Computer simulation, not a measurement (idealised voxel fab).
The process module that follows is named voxel released beams.
Shown is cross-section cut, with a width of 250 nm and square cells of size 5 nm.
If you're reading a cross-section in this doc, picture square cells in a grid; it comes to you as bands, top ones listed first down to the bottom, and a band can be one or more rows of cells.
This entry defines a band. It first specifies the height of the band's top and the height of its bottom in nm, and then specifies the band's materials from left to right, stating each material with its width in nm. The word "edge to edge" identifies a single material that fills the band from edge to edge, while the word "empty" identifies empty space.
Counting heights begins at 0, where everything beneath is, in the wafer as received, one material. The lowest band has no bottom; it goes on downwards, as "0..down" shows.
Graded width ("30->40"): value in top row of band = first number; value in bottom row = second number; row-to-row change constant.
"changes: none" after a step means that no cell of the cross-section changed.
"Listed closed voids": sealed empty spaces, 8 cells or more, no open way to top, listed width x height at distance, with distance from the left edge and width, height and distance in nm.
The remark found on a step's line after its settings is issued by the simulator itself and pertains to that step.
"overlay nm" on a masked step: distance the mask lay right of its planned place, negative for left.
# The steps planned for the process are as follows
1: RECEIVE, material Si
2: CONFORMAL_DEP, material SiN, thk nm 5
3: DIRECTIONAL_DEP, material SiO2, thk nm 10
4: MASKED_ETCH, tone open, mask id ANCHOR, width nm 40, etch materials SiO2, depth nm 10, overlay nm 0
5: CONFORMAL_DEP, material polySi, thk nm 15
6: DIRECTIONAL_DEP, material aC, thk nm 10
7: PATTERN, tone cover, mask id BEAM, material resist, width nm 115, thk nm 25, overlay nm 0
8: DIRECTIONAL_ETCH, etch materials aC, depth nm 10
9: STRIP, etch materials resist
10: DIRECTIONAL_ETCH, etch materials polySi, depth nm 15
11: STRIP, etch materials aC
12: STRIP, etch materials SiO2
# Incoming wafer, cross-sectional view, post step 1
	0..down | Si edge to edge
	Listed closed voids: none
# Run as planned - first of the two wafers cross-sectioned at the end of the module
	30..20 | empty 65 nm, then polySi 20 nm, then empty 10 nm, then polySi 85 nm, then empty 70 nm
	20..15 | empty 65 nm, then polySi 115 nm, then empty 70 nm
	15..5 | empty 70 nm, then polySi 40 nm, then empty 140 nm
	5..0 | SiN edge to edge
	0..down | Si edge to edge
	Listed closed voids: none
# Module end: cross-section of wafer two of two. Same start and process plan as the first wafer. One mistake during execution
	30..20 | empty 75 nm, then polySi 10 nm, then empty 10 nm, then polySi 95 nm, then empty 60 nm
	20..15 | empty 75 nm, then polySi 115 nm, then empty 60 nm
	15..5 | empty 70 nm, then polySi 40 nm, then empty 140 nm
	5..0 | SiN edge to edge
	0..down | Si edge to edge
	Listed closed voids: none
What was done differently from what was planned? step 7 ran as: PATTERN, tone cover, mask id BEAM, material resist, width nm 115, thk nm 25, overlay nm 10
Heads up: at the end the two wafers have identical cell counts per material, they're just laid out differently.
